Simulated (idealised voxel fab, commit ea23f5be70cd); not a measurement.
Process module under the name voxel double patterning
265 nm wide, 5 nm square cells: that's cross-section cut.
Notation: cross-section as square-cell grid; stated in bands, top first, going down; one or more cell rows per band.
Quick guide to a band line: top height, bottom height (nm) up front; then every material left to right with its width in nm. Only one material and it's marked "throughout"? Then it fills the band edge to edge. And "empty" just means empty space.
Heights from 0 (as-received wafer is one material below). Bottom band endless downward, as "0 down".
Top row gets the first number, bottom row gets the second, and each row in between changes by the same step: that is how a band width like "30->40" works.
Given "same as before" for a step, no cell of the cross-section differs between before and after that step.
Entry "Closed void listing" = empty spaces >= 8 cells with no open way to the top; each as width x height at distance, distance from left edge, all nm.
What comes after the settings on a step's line is commentary from the simulator itself on that step.
overlay nm: right-of-plan distance of the mask on a masked step; negative values mean left-of-plan.
-- These are the steps we planned for the process
1,RECEIVE | material Si
2,CONFORMAL_DEP | material SiO2 | thk nm 10
3,DIRECTIONAL_DEP | material polySi | thk nm 20
4,DIRECTIONAL_DEP | material SiCN | thk nm 5
5,DIRECTIONAL_DEP | material aC | thk nm 15
6,PATTERN | tone open | mask id FIRST | material resist | width nm 15 | pitch nm 50 | thk nm 35 | overlay nm 0
7,DIRECTIONAL_ETCH | etch materials aC | depth nm 15
8,STRIP | etch materials resist
9,DIRECTIONAL_ETCH | etch materials SiCN | depth nm 5
10,STRIP | etch materials aC
11,PATTERN | tone open | mask id SECOND | material resist | width nm 15 | thk nm 20 | overlay nm 0
12,DIRECTIONAL_ETCH | etch materials SiCN | depth nm 5
13,STRIP | etch materials resist
14,DIRECTIONAL_ETCH | etch materials polySi | depth nm 20
15,STRIP | etch materials SiCN
-- as received, after step 1
  0 down | Si throughout
  Closed void listing: none
-- End-of-module cross-section of the first of two wafers, processed as planned
  30 to 10 | 100 of polySi, then 15 of empty, then 10 of polySi, then 15 of empty, then 10 of polySi, then 15 of empty, then 100 of polySi
  10 to 0 | SiO2 throughout
  0 down | Si throughout
  Closed void listing: none
-- Same start, same plan as the first wafer - but one mistake in the run. Cross-section of the second of the two at the end of the module
  30 to 10 | 100 of empty, then 15 of polySi, then 35 of empty, then 15 of polySi, then 100 of empty
  10 to 0 | SiO2 throughout
  0 down | Si throughout
  Closed void listing: none
Error vs. plan: step 6 did not happen as planned, as run it was PATTERN | tone cover | mask id FIRST | material resist | width nm 15 | pitch nm 50 | thk nm 35 | overlay nm 0
Count the cells at the end and the second wafer has more or fewer of some materials than the first: -152 polySi
